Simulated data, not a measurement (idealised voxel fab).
The following process module bears the name voxel lift off.
For reference, the cross-section in this document is cut, with width 210 nm and square cells of 5 nm.
If you're reading a cross-section in this doc, picture square cells in a grid; it comes to you as bands, top ones listed first down to the bottom, and a band can be one or more rows of cells.
What a band's entry tells you: where the top is and where the bottom is, as heights in nm, and after that what lies inside, material by material from left to right, each with its width in nm. Empty space is written as the word "empty", and a single material marked with the word "full width" occupies the band from edge to edge.
Heights are reckoned from 0. Under this level, the received wafer is all of one material. The bottommost band is open-ended downward, for example "0 and below".
The width entry "30..40" should be interpreted row by row: the top row of cells in the band takes the first number, the bottom row takes the second number, and the change between adjacent rows is uniform throughout.
"all unchanged" -> step changed no cross-section cell.
In the "Voids lacking openings" entry, you get each enclosed empty space of 8 cells or more, one with no open way to the top, written width x height at distance, distance from the left edge, in nm.
Where a step's line continues beyond its settings, the continuation is a remark by the simulator itself on that step.
For masked steps, "overlay nm" on the step line gives how far right of plan the mask actually lay; a minus sign means it lay to the left.

These are the steps we planned for the process:
- 1: RECEIVE (material Si)
- 2: CONFORMAL_DEP (material Al2O3; thk nm 15)
- 3: PATTERN (tone open; mask id LINES; material resist; width nm 30; pitch nm 50; thk nm 30; overlay nm 0)
- 4: DIRECTIONAL_DEP (material Ru; thk nm 15)
- 5: STRIP (etch materials resist)
- 6: CONFORMAL_DEP (material SiO2; thk nm 10)

First of the two wafers, run per plan:

Cross-section: wafer on arrival = after step 1:
0 and below | Si full width
Voids lacking openings: none

So this is the wafer cross-section right after step 2:
15 down to 0 | Al2O3 full width
Anything lower than 0 is untouched.

So this is the wafer cross-section right after step 3:
45 down to 15 | resist 40, then empty 30, then resist 20, then empty 30, then resist 20, then empty 30, then resist 40
Anything lower than 15 is untouched.

So this is the wafer cross-section right after step 4:
60 down to 45 | Ru 40, then empty 30, then Ru 20, then empty 30, then Ru 20, then empty 30, then Ru 40
45 down to 30 | resist 40, then empty 30, then resist 20, then empty 30, then resist 20, then empty 30, then resist 40
30 down to 15 | resist 40, then Ru 30, then resist 20, then Ru 30, then resist 20, then Ru 30, then resist 40
Anything lower than 15 is untouched.

So this is the wafer cross-section right after step 5:
30 down to 15 | empty 40, then Ru 30, then empty 20, then Ru 30, then empty 20, then Ru 30, then empty 40
Anything lower than 15 is untouched.

So this is the wafer cross-section right after step 6:
40 down to 30 | empty 30, then SiO2 150, then empty 30
30 down to 25 | empty 30, then SiO2 10, then Ru 30, then SiO2 20, then Ru 30, then SiO2 20, then Ru 30, then SiO2 10, then empty 30
25 down to 15 | SiO2 40, then Ru 30, then SiO2 20, then Ru 30, then SiO2 20, then Ru 30, then SiO2 40
Anything lower than 15 is untouched.

Wafer two: like wafer one in start and plan, but with one mistake in execution; identical up to and including step 2:

When step 3 should have ended:
45 down to 15 | resist 35, then empty 30, then resist 20, then empty 30, then resist 20, then empty 30, then resist 45
Anything lower than 15 is untouched.

When step 4 should have ended:
60 down to 45 | Ru 35, then empty 30, then Ru 20, then empty 30, then Ru 20, then empty 30, then Ru 45
45 down to 30 | resist 35, then empty 30, then resist 20, then empty 30, then resist 20, then empty 30, then resist 45
30 down to 15 | resist 35, then Ru 30, then resist 20, then Ru 30, then resist 20, then Ru 30, then resist 45
Anything lower than 15 is untouched.

When step 5 should have ended:
30 down to 15 | empty 35, then Ru 30, then empty 20, then Ru 30, then empty 20, then Ru 30, then empty 45
Anything lower than 15 is untouched.

When step 6 should have ended:
40 down to 30 | empty 25, then SiO2 150, then empty 35
30 down to 25 | empty 25, then SiO2 10, then Ru 30, then SiO2 20, then Ru 30, then SiO2 20, then Ru 30, then SiO2 10, then empty 35
25 down to 15 | SiO2 35, then Ru 30, then SiO2 20, then Ru 30, then SiO2 20, then Ru 30, then SiO2 45
Anything lower than 15 is untouched.
Short version of what went wrong: it should be noted that step 3 was executed with settings other than those planned, the operation and settings actually applied being PATTERN (tone open; mask id LINES; material resist; width nm 30; pitch nm 50; thk nm 30; overlay nm -5)
At the end, the second wafer has the same number of cells of each material as the first, but those cells sit in other places.
